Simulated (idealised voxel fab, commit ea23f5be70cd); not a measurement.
Name of the process module below: voxel ribs on slabs
Pictured: cross-section cut, 140 nm wide, on a grid of 5 nm square cells.
In what follows, cross-sections appear as grids of square cells, described through bands that run from the top down, where every band is one or more rows of cells. The entry gives the band's vertical extent as a top height and a bottom height in nm, then its horizontal make-up as materials from left to right, each with a width in nm. "air" stands for empty space; a single material marked "full width" fills the band edge to edge. Height 0 is the level under which the wafer as received is all one material. The lowest band goes on downwards, as in "0 -> down". A two-number width, for instance "30..40", indicates that the width is equal to the first number in the top row of the band and to the second number in the bottom row, and that it changes by a constant amount per row of cells. Take "nothing different" at face value: in the step it is given for, the cross-section changed in none of its cells. The entry "Fully sealed cavities" lists the empty spaces that cover at least 8 cells and have no open path to the top. Each is written as width x height at distance, where the distance is measured from the left edge and all three values are in nm. What comes after the settings on a step's line is commentary from the simulator itself on that step. A step line may carry the setting "overlay nm", which, for steps involving a mask, states the distance by which the mask lay to the right of its intended position; negative values denote displacement to the left.
LIST OF PLANNED PROCESS STEPS
1. RECEIVE | material Si
2. DIRECTIONAL_DEP | material SiO2 | thk nm 30
3. DIRECTIONAL_DEP | material SiN | thk nm 20
4. MASKED_ETCH | tone cover | mask id RIB | width nm 20 | etch materials SiN | depth nm 5 | overlay nm 0
5. PATTERN | tone cover | mask id SLAB | material resist | width nm 50 | thk nm 15 | overlay nm 0
6. DIRECTIONAL_ETCH | etch materials SiN | depth nm 15
7. STRIP | etch materials resist
8. FILL_DEP | material SiO2 | thk nm 25
9. CMP | height nm 65
10. DIRECTIONAL_DEP | material W | thk nm 10
11. DIRECTIONAL_DEP | material aC | thk nm 15
12. PATTERN | tone cover | mask id HEATER | material resist | width nm 30 | thk nm 35 | overlay nm 0
13. DIRECTIONAL_ETCH | etch materials aC | depth nm 15
14. STRIP | etch materials resist
15. DIRECTIONAL_ETCH | etch materials W | depth nm 10
16. STRIP | etch materials aC
17. CONFORMAL_DEP | material SiN | thk nm 5
FIRST WAFER, TWO IN TOTAL, RUN AS PLANNED
INCOMING WAFER IN CROSS-SECTION (STATE: AFTER STEP 1)
	0 -> down = Si full width
	Fully sealed cavities: none
STEP 2 COMPLETE: CROSS-SECTION THROUGH THE WAFER
	30 -> 0 = SiO2 full width
	Beneath the level 0, the cross-section is identical to its previous state.
STEP 3 COMPLETE: CROSS-SECTION THROUGH THE WAFER
	50 -> 30 = SiN full width
	Beneath the level 30, the cross-section is identical to its previous state.
STEP 4 COMPLETE: CROSS-SECTION THROUGH THE WAFER
	50 -> 45 = air (60)  SiN (20)  air (60)
	Beneath the level 45, the cross-section is identical to its previous state.
STEP 5 COMPLETE: CROSS-SECTION THROUGH THE WAFER
	65 -> 50 = air (45)  resist (50)  air (45)
	50 -> 45 = air (45)  resist (15)  SiN (20)  resist (15)  air (45)
	Beneath the level 45, the cross-section is identical to its previous state.
STEP 6 COMPLETE: CROSS-SECTION THROUGH THE WAFER
	65 -> 50 = air (45)  resist (50)  air (45)
	50 -> 45 = air (45)  resist (15)  SiN (20)  resist (15)  air (45)
	45 -> 30 = air (45)  SiN (50)  air (45)
	Beneath the level 30, the cross-section is identical to its previous state.
STEP 7 COMPLETE: CROSS-SECTION THROUGH THE WAFER
	50 -> 45 = air (60)  SiN (20)  air (60)
	Beneath the level 45, the cross-section is identical to its previous state.
STEP 8 COMPLETE: CROSS-SECTION THROUGH THE WAFER
	75 -> 50 = SiO2 full width
	50 -> 45 = SiO2 (60)  SiN (20)  SiO2 (60)
	45 -> 30 = SiO2 (45)  SiN (50)  SiO2 (45)
	Beneath the level 30, the cross-section is identical to its previous state.
STEP 9 COMPLETE: CROSS-SECTION THROUGH THE WAFER
	65 -> 50 = SiO2 full width
	Beneath the level 50, the cross-section is identical to its previous state.
STEP 10 COMPLETE: CROSS-SECTION THROUGH THE WAFER
	75 -> 65 = W full width
	Beneath the level 65, the cross-section is identical to its previous state.
STEP 11 COMPLETE: CROSS-SECTION THROUGH THE WAFER
	90 -> 75 = aC full width
	Beneath the level 75, the cross-section is identical to its previous state.
STEP 12 COMPLETE: CROSS-SECTION THROUGH THE WAFER
	125 -> 90 = air (55)  resist (30)  air (55)
	Beneath the level 90, the cross-section is identical to its previous state.
STEP 13 COMPLETE: CROSS-SECTION THROUGH THE WAFER
	110 -> 90 = air (55)  resist (30)  air (55)
	90 -> 75 = air (55)  aC (30)  air (55)
	Beneath the level 75, the cross-section is identical to its previous state.
STEP 14 COMPLETE: CROSS-SECTION THROUGH THE WAFER
	90 -> 75 = air (55)  aC (30)  air (55)
	Beneath the level 75, the cross-section is identical to its previous state.
STEP 15 COMPLETE: CROSS-SECTION THROUGH THE WAFER
	90 -> 75 = air (55)  aC (30)  air (55)
	75 -> 65 = air (55)  W (30)  air (55)
	Beneath the level 65, the cross-section is identical to its previous state.
STEP 16 COMPLETE: CROSS-SECTION THROUGH THE WAFER
	75 -> 65 = air (55)  W (30)  air (55)
	Beneath the level 65, the cross-section is identical to its previous state.
STEP 17 COMPLETE: CROSS-SECTION THROUGH THE WAFER
	80 -> 75 = air (50)  SiN (40)  air (50)
	75 -> 70 = air (50)  SiN (5)  W (30)  SiN (5)  air (50)
	70 -> 65 = SiN (55)  W (30)  SiN (55)
	Beneath the level 65, the cross-section is identical to its previous state.
IT IS TO BE NOTED THAT THE SECOND WAFER PROCEEDED FROM THE SAME INITIAL STATE AND ACCORDING TO THE SAME PLAN AS THE FIRST, ALTHOUGH ONE MISTAKE WAS COMMITTED IN ITS EXECUTION; THROUGH STEP 16, INCLUSIVE, THE TWO WAFERS SHARE AN IDENTICAL HISTORY
Second wafer, section view, time point: scheduled end of step 17: nothing different
Short version of what went wrong: step 17 was dropped from the plan's execution and never run
Heads up, by the end the second wafer has more or fewer cells of some materials compared to the first: SiN -32
